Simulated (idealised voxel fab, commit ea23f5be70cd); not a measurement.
This section sets out a process module, namely voxel local oxidation.
Each square cell in cross-section cut measures 5 nm, and the section as a whole is 210 nm wide.
This document writes a cross-section as a grid whose cells are square, and gives it as bands, listed from the top down; one or more rows of cells form a band. Heads up on the band format: heights come first, top then bottom, in nm. After that it's the materials left to right, each with its width in nm. A single material flagged "full width" fills the whole band edge to edge, and "air" means there's empty space there. Counting heights begins at 0, where everything beneath is, in the wafer as received, one material. The lowest band has no bottom; it goes on downwards, as "from 0 down" shows. Width "30->40": first value at the band's top row of cells, second value at its bottom row, equal change from row to row. "changes: none" for a step: no cell of the cross-section changed in that step. In "Enclosed cavities" the enclosed voids are listed, meaning empty spaces of 8 cells or larger without any opening to the top. The form is width x height at distance, distance from the left edge, units nm. The remark found on a step's line after its settings is issued by the simulator itself and pertains to that step. Steps that use a mask can have "overlay nm" on their line. It says how far the mask sat to the right of where it was meant to be. Negative means to the left.
Set out below are the planned steps of the process
1) RECEIVE | material Si
2) OXIDIZE | depth nm 5
3) CONFORMAL_DEP | material SiN | thk nm 15
4) MASKED_ETCH | tone cover | mask id ACTIVE | width nm 110 | etch materials SiN | depth nm 15 | overlay nm 0
5) SELECTIVE_ETCH | etch materials SiO2 | depth nm 5
6) OXIDIZE | depth nm 15
7) STRIP | etch materials SiN
Wafer at receipt (post step 1), cross-section
from 0 down  Si full width
Enclosed cavities: none
First of two wafers, end-of-module section, run followed plan
from 0 to -5  air=55 | SiO2=100 | air=55
from -5 to -20  SiO2=70 | Si=70 | SiO2=70
from -20 down  Si full width
Enclosed cavities: none
Module end: cross-section of wafer two of two. Same start and process plan as the first wafer. One mistake during execution
from 0 to -5  air=50 | SiO2=110 | air=50
from -5 to -20  SiO2=65 | Si=80 | SiO2=65
from -20 down  Si full width
Enclosed cavities: none
What was the processing mistake? step 4, actual vs plan mismatch, actual run MASKED_ETCH | tone cover | mask id ACTIVE | width nm 120 | etch materials SiN | depth nm 15 | overlay nm 0
Per the end-of-run cell counts, the second wafer holds more or fewer of some materials than the first: +6 Si | -4 SiO2
